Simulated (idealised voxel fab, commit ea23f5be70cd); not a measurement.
process module | voxel tone inversion
cross-section cut | 250 nm wide | cells 5 nm
A cross-section is a grid of square cells, given in bands from the top down. A band is one or more rows of cells.
Each band's line starts with the height of the band's top and of its bottom, in nm. Then come its materials from left to right, each with its width in nm. One material with "throughout" fills the band from edge to edge. "air" is empty space.
Height 0 is the level under which the wafer as received is all one material. The lowest band goes on downwards, as in "0 down".
A width such as "30 to 40" changes by the same amount from each row of cells to the next, from the band's top row to its bottom row.
"no change" after a step means that no cell of the cross-section changed.
closed voids: empty space of 8 cells or more with no open way to the top, each as width x height at its distance from the left edge, in nm
after a step's settings: what the simulator itself notes on the step
overlay nm, on a step with a mask: how far to the right of its planned place the mask lay; to the left if negative
plan
1 op RECEIVE | material Si
2 op CONFORMAL_DEP | material SiCN | thk nm 5
3 op DIRECTIONAL_DEP | material polySi | thk nm 20
4 op PATTERN | tone cover | mask id POSTS | material resist | width nm 25 | pitch nm 50 | thk nm 25 | overlay nm -15
5 op DIRECTIONAL_ETCH | etch materials polySi | depth nm 20
6 op STRIP | etch materials resist
7 op FILL_DEP | material lowk | thk nm 5
8 op CMP | height nm 25
9 op STRIP | etch materials polySi
10 op CONFORMAL_DEP | material TiN | thk nm 5
11 op FILL_DEP | material Ru | thk nm 5
12 op CMP | height nm 25
13 op CONFORMAL_DEP | material SiCN | thk nm 5
varied across the wafers: overlay nm of step 4. The plan shows the first wafer's value. All wafers start alike
first wafer as received, after step 1
  0 down: Si throughout
  closed voids: none
first wafer at the end, after step 13
  30 to 25: SiCN throughout
  25 to 10: lowk 70 | TiN 5 | Ru 15 | TiN 5 | lowk 25 | TiN 5 | Ru 15 | TiN 5 | lowk 105
  10 to 5: lowk 70 | TiN 25 | lowk 25 | TiN 25 | lowk 105
  5 to 0: SiCN throughout
  0 down: Si throughout
  closed voids: none
last wafer at the end
  30 to 25: SiCN throughout
  25 to 10: lowk 100 | TiN 5 | Ru 15 | TiN 5 | lowk 25 | TiN 5 | Ru 15 | TiN 5 | lowk 75
  10 to 5: lowk 100 | TiN 25 | lowk 25 | TiN 25 | lowk 75
  5 to 0: SiCN throughout
  0 down: Si throughout
  closed voids: none
each wafer at the end: cells of each material gained (+) or lost (-) since it was received, then its closed voids
overlay nm -15 | +18 Ru | +100 SiCN | +22 TiN | +160 lowk | closed voids: none
overlay nm -10 | +18 Ru | +100 SiCN | +22 TiN | +160 lowk | closed voids: none
overlay nm -5 | +18 Ru | +100 SiCN | +22 TiN | +160 lowk | closed voids: none
overlay nm 0 | +18 Ru | +100 SiCN | +22 TiN | +160 lowk | closed voids: none
overlay nm 5 | +18 Ru | +100 SiCN | +22 TiN | +160 lowk | closed voids: none
overlay nm 10 | +18 Ru | +100 SiCN | +22 TiN | +160 lowk | closed voids: none
overlay nm 15 | +18 Ru | +100 SiCN | +22 TiN | +160 lowk | closed voids: none
